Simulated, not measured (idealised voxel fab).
Process module in this document: voxel capacitor over wiring
This is section cut - it's 235 nm across, gridded in 5 nm square cells.
If you're reading a cross-section in this doc, picture square cells in a grid; it comes to you as bands, top ones listed first down to the bottom, and a band can be one or more rows of cells. Band: top height; bottom height; in nm. Then, left to right: material with width in nm, for each material. "edge to edge": a single material spanning edge to edge. "blank": empty space. Height 0 is the level under which the wafer as received is all one material. The lowest band goes on downwards, as in "0 down". Width "30..40": first value at the band's top row of cells, second value at its bottom row, equal change from row to row. Basically "everything unchanged" means that step didn't change any cell in the cross-section. Enclosed voids (no open way to top), threshold 8 cells or more, entry "Enclosed voids", notation width x height at distance, distance from left edge, nm. Whatever follows a step's settings on its line is a remark the simulator itself makes about that step. The line of a step may include "overlay nm". On a step with a mask, this value is how far to the right of its planned place the mask lay. A negative value means the mask lay to the left.
PLANNED STEP LIST FOR THE PROCESS
1. RECEIVE: material Si
2. CONFORMAL_DEP: material SiO2, thk nm 10
3. CONFORMAL_DEP: material SiCN, thk nm 5
4. DIRECTIONAL_DEP: material SiO2, thk nm 15
5. DIRECTIONAL_DEP: material aC, thk nm 15
6. PATTERN: tone open, mask id METAL_1, material resist, width nm 20, pitch nm 80, thk nm 35, overlay nm 0
7. DIRECTIONAL_ETCH: etch materials aC, depth nm 15
8. STRIP: etch materials resist
9. DIRECTIONAL_ETCH: etch materials SiO2, depth nm 15
10. DIRECTIONAL_ETCH: etch materials SiCN, depth nm 5
11. STRIP: etch materials aC
12. CONFORMAL_DEP: material TiN, thk nm 5
13. FILL_DEP: material Cu, thk nm 5
14. CMP: height nm 30
15. CONFORMAL_DEP: material SiCN, thk nm 5
16. DIRECTIONAL_DEP: material SiO2, thk nm 15
17. PATTERN: tone open, mask id PLUG_1, material resist, width nm 15, thk nm 15, overlay nm 0
18. DIRECTIONAL_ETCH: etch materials SiO2, depth nm 15
19. DIRECTIONAL_ETCH: etch materials SiCN, depth nm 5
20. STRIP: etch materials resist
21. CONFORMAL_DEP: material TiN, thk nm 5
22. FILL_DEP: material W, thk nm 10
23. CMP: height nm 50
24. DIRECTIONAL_DEP: material TiN, thk nm 10
25. DIRECTIONAL_DEP: material HfO2, thk nm 5
26. DIRECTIONAL_DEP: material TiN, thk nm 5
27. PATTERN: tone cover, mask id UPPER_PLATE, material resist, width nm 65, thk nm 20, overlay nm 0
28. DIRECTIONAL_ETCH: etch materials TiN, depth nm 5
29. DIRECTIONAL_ETCH: etch materials HfO2, depth nm 5
30. STRIP: etch materials resist
31. PATTERN: tone cover, mask id LOWER_PLATE, material resist, width nm 75, thk nm 20, overlay nm 0
32. DIRECTIONAL_ETCH: etch materials TiN, depth nm 10
33. STRIP: etch materials resist
34. FILL_DEP: material SiO2, thk nm 20
35. CMP: height nm 85
36. PATTERN: tone open, mask id PLUG_2, material resist, width nm 15, thk nm 15, overlay nm 0
37. DIRECTIONAL_ETCH: etch materials SiO2, depth nm 15
38. STRIP: etch materials resist
39. CONFORMAL_DEP: material TiN, thk nm 5
40. FILL_DEP: material W, thk nm 10
41. CMP: height nm 85
42. CONFORMAL_DEP: material SiN, thk nm 5
CROSS-SECTION, INCOMING MATERIAL, AFTER STEP 1
- 0 down | Si edge to edge
- Enclosed voids: none
END-OF-MODULE CROSS-SECTION. STARTING STRUCTURE AND PROCESS PLAN AS ABOVE; ONE MISTAKE MADE IN RUNNING IT
- 90 to 85 | SiN edge to edge
- 85 to 75 | 80 nm SiO2, then 5 nm TiN, then 5 nm W, then 5 nm TiN, then 140 nm SiO2
- 75 to 65 | 80..70 nm SiO2, then 15..65 nm TiN, then 140..100 nm SiO2
- 65 to 60 | 70 nm SiO2, then 65 nm HfO2, then 100 nm SiO2
- 60 to 50 | 65 nm SiO2, then 75 nm TiN, then 95 nm SiO2
- 50 to 35 | 70 nm SiO2, then 5 nm TiN, then 5 nm W, then 5 nm TiN, then 150 nm SiO2
- 35 to 30 | 70 nm SiCN, then 15 nm TiN, then 150 nm SiCN
- 30 to 15 | 60 nm SiO2, then 5 nm TiN, then 20 nm Cu, then 5 nm TiN, then 50 nm SiO2, then 5 nm TiN, then 20 nm Cu, then 5 nm TiN, then 65 nm SiO2
- 15 to 10 | 60 nm SiCN, then 30 nm TiN, then 50 nm SiCN, then 30 nm TiN, then 65 nm SiCN
- 10 to 0 | SiO2 edge to edge
- 0 down | Si edge to edge
- Enclosed voids: none
It is concluded that the wafer was processed incorrectly with respect to the plan, in that planned and actual differ for step 6; actual: PATTERN: tone open, mask id METAL_1, material resist, width nm 30, pitch nm 80, thk nm 35, overlay nm 0
